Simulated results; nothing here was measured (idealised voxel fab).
process module | voxel gate over fins
cross-section cut | 265 nm wide | cells 5 nm
A cross-section is a grid of square cells, given in bands from the top down. A band is one or more rows of cells.
Each band's line starts with the height of the band's top and of its bottom, in nm. Then come its materials from left to right, each with its width in nm. One material with "throughout" fills the band from edge to edge. "air" is empty space.
Height 0 is the level under which the wafer as received is all one material. The lowest band goes on downwards, as in "0 down".
A width such as "30 to 40" changes by the same amount from each row of cells to the next, from the band's top row to its bottom row.
"no change" after a step means that no cell of the cross-section changed.
closed voids: empty space of 8 cells or more with no open way to the top, each as width x height at its distance from the left edge, in nm
after a step's settings: what the simulator itself notes on the step
overlay nm, on a step with a mask: how far to the right of its planned place the mask lay; to the left if negative
plan
1 op RECEIVE | material Si
2 op CONFORMAL_DEP | material SiN | thk nm 5
3 op DIRECTIONAL_DEP | material aC | thk nm 10
4 op PATTERN | tone cover | mask id FINS | material resist | width nm 15 | pitch nm 40 | thk nm 30 | overlay nm 0
5 op DIRECTIONAL_ETCH | etch materials aC | depth nm 10
6 op STRIP | etch materials resist
7 op DIRECTIONAL_ETCH | etch materials SiN | depth nm 5
8 op DIRECTIONAL_ETCH | etch materials Si | depth nm 30
9 op STRIP | etch materials aC
10 op OXIDIZE | depth nm 5
11 op FILL_DEP | material SiO2 | thk nm 15
12 op CMP | height nm 5
13 op SELECTIVE_ETCH | etch materials SiO2 | depth nm 20
14 op STRIP | etch materials SiN
15 op CONFORMAL_DEP | material HfO2 | thk nm 5
16 op CONFORMAL_DEP | material TiN | thk nm 5
17 op FILL_DEP | material W | thk nm 15
18 op CMP | height nm 20
19 op CONFORMAL_DEP | material SiN | thk nm 10
as received, after step 1
  0 down: Si throughout
  closed voids: none
a wafer at the end: this start, this plan, one mistake
  30 to 20: SiN throughout
  20 to 10: W throughout
  10 to 5: TiN throughout
  5 to 0: HfO2 throughout
  0 to -35: SiO2 110 | Si 5 | SiO2 35 | Si 5 | SiO2 110
  -35 down: Si throughout
  closed voids: none
what went wrong: step 12 was left out
